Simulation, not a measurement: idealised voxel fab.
process module | voxel fin reveal
cross-section cut | 255 nm wide | cells 5 nm
A cross-section is a grid of square cells, given in bands from the top down. A band is one or more rows of cells.
Each band's line starts with the height of the band's top and of its bottom, in nm. Then come its materials from left to right, each with its width in nm. One material with "throughout" fills the band from edge to edge. "air" is empty space.
Height 0 is the level under which the wafer as received is all one material. The lowest band goes on downwards, as in "0 down".
A width such as "30 to 40" changes by the same amount from each row of cells to the next, from the band's top row to its bottom row.
"no change" after a step means that no cell of the cross-section changed.
closed voids: empty space of 8 cells or more with no open way to the top, each as width x height at its distance from the left edge, in nm
after a step's settings: what the simulator itself notes on the step
overlay nm, on a step with a mask: how far to the right of its planned place the mask lay; to the left if negative
plan
1 op RECEIVE | material Si
2 op CONFORMAL_DEP | material SiN | thk nm 5
3 op PATTERN | tone cover | mask id FINS | material resist | width nm 15 | pitch nm 45 | thk nm 15 | overlay nm 0
4 op DIRECTIONAL_ETCH | etch materials SiN | depth nm 5
5 op DIRECTIONAL_ETCH | etch materials Si | depth nm 30
6 op STRIP | etch materials resist
7 op FILL_DEP | material SiO2 | thk nm 5
8 op CMP | height nm 5
9 op SELECTIVE_ETCH | etch materials SiO2 | depth nm 15
10 op STRIP | etch materials SiN
first wafer, as planned
as received, after step 1
  0 down: Si throughout
  closed voids: none
after step 2
  5 to 0: SiN throughout
  below 0: unchanged
after step 3
  20 to 5: air 50 | resist 15 | air 30 | resist 15 | air 30 | resist 15 | air 30 | resist 15 | air 55
  below 5: unchanged
after step 4
  20 to 5: air 50 | resist 15 | air 30 | resist 15 | air 30 | resist 15 | air 30 | resist 15 | air 55
  5 to 0: air 50 | SiN 15 | air 30 | SiN 15 | air 30 | SiN 15 | air 30 | SiN 15 | air 55
  below 0: unchanged
after step 5
  20 to 5: air 50 | resist 15 | air 30 | resist 15 | air 30 | resist 15 | air 30 | resist 15 | air 55
  5 to 0: air 50 | SiN 15 | air 30 | SiN 15 | air 30 | SiN 15 | air 30 | SiN 15 | air 55
  0 to -30: air 50 | Si 15 | air 30 | Si 15 | air 30 | Si 15 | air 30 | Si 15 | air 55
  below -30: unchanged
after step 6
  5 to 0: air 50 | SiN 15 | air 30 | SiN 15 | air 30 | SiN 15 | air 30 | SiN 15 | air 55
  below 0: unchanged
after step 7
  10 to 5: SiO2 throughout
  5 to 0: SiO2 50 | SiN 15 | SiO2 30 | SiN 15 | SiO2 30 | SiN 15 | SiO2 30 | SiN 15 | SiO2 55
  0 to -30: SiO2 50 | Si 15 | SiO2 30 | Si 15 | SiO2 30 | Si 15 | SiO2 30 | Si 15 | SiO2 55
  below -30: unchanged
after step 8
  5 to 0: SiO2 50 | SiN 15 | SiO2 30 | SiN 15 | SiO2 30 | SiN 15 | SiO2 30 | SiN 15 | SiO2 55
  below 0: unchanged
after step 9
  5 to 0: air 50 | SiN 15 | air 30 | SiN 15 | air 30 | SiN 15 | air 30 | SiN 15 | air 55
  0 to -10: air 50 | Si 15 | air 30 | Si 15 | air 30 | Si 15 | air 30 | Si 15 | air 55
  below -10: unchanged
after step 10
  0 to -10: air 50 | Si 15 | air 30 | Si 15 | air 30 | Si 15 | air 30 | Si 15 | air 55
  below -10: unchanged
second wafer: like start, like plan, one mistake. Through step 2 it matches the first wafer
when step 3 should have ended
  20 to 5: resist 50 | air 15 | resist 30 | air 15 | resist 30 | air 15 | resist 30 | air 15 | resist 55
  below 5: unchanged
when step 4 should have ended
  20 to 5: resist 50 | air 15 | resist 30 | air 15 | resist 30 | air 15 | resist 30 | air 15 | resist 55
  5 to 0: SiN 50 | air 15 | SiN 30 | air 15 | SiN 30 | air 15 | SiN 30 | air 15 | SiN 55
  below 0: unchanged
when step 5 should have ended
  20 to 5: resist 50 | air 15 | resist 30 | air 15 | resist 30 | air 15 | resist 30 | air 15 | resist 55
  5 to 0: SiN 50 | air 15 | SiN 30 | air 15 | SiN 30 | air 15 | SiN 30 | air 15 | SiN 55
  0 to -30: Si 50 | air 15 | Si 30 | air 15 | Si 30 | air 15 | Si 30 | air 15 | Si 55
  below -30: unchanged
when step 6 should have ended
  5 to 0: SiN 50 | air 15 | SiN 30 | air 15 | SiN 30 | air 15 | SiN 30 | air 15 | SiN 55
  below 0: unchanged
when step 7 should have ended
  10 to 5: SiO2 throughout
  5 to 0: SiN 50 | SiO2 15 | SiN 30 | SiO2 15 | SiN 30 | SiO2 15 | SiN 30 | SiO2 15 | SiN 55
  0 to -30: Si 50 | SiO2 15 | Si 30 | SiO2 15 | Si 30 | SiO2 15 | Si 30 | SiO2 15 | Si 55
  below -30: unchanged
when step 8 should have ended
  5 to 0: SiN 50 | SiO2 15 | SiN 30 | SiO2 15 | SiN 30 | SiO2 15 | SiN 30 | SiO2 15 | SiN 55
  below 0: unchanged
when step 9 should have ended
  5 to 0: SiN 50 | air 15 | SiN 30 | air 15 | SiN 30 | air 15 | SiN 30 | air 15 | SiN 55
  0 to -10: Si 50 | air 15 | Si 30 | air 15 | Si 30 | air 15 | Si 30 | air 15 | Si 55
  below -10: unchanged
when step 10 should have ended
  0 to -10: Si 50 | air 15 | Si 30 | air 15 | Si 30 | air 15 | Si 30 | air 15 | Si 55
  below -10: unchanged
what went wrong: step 3 ran as: op PATTERN | tone open | mask id FINS | material resist | width nm 15 | pitch nm 45 | thk nm 15 | overlay nm 0
at the end the second wafer has, in cells: 162 more of Si | 108 fewer of SiO2
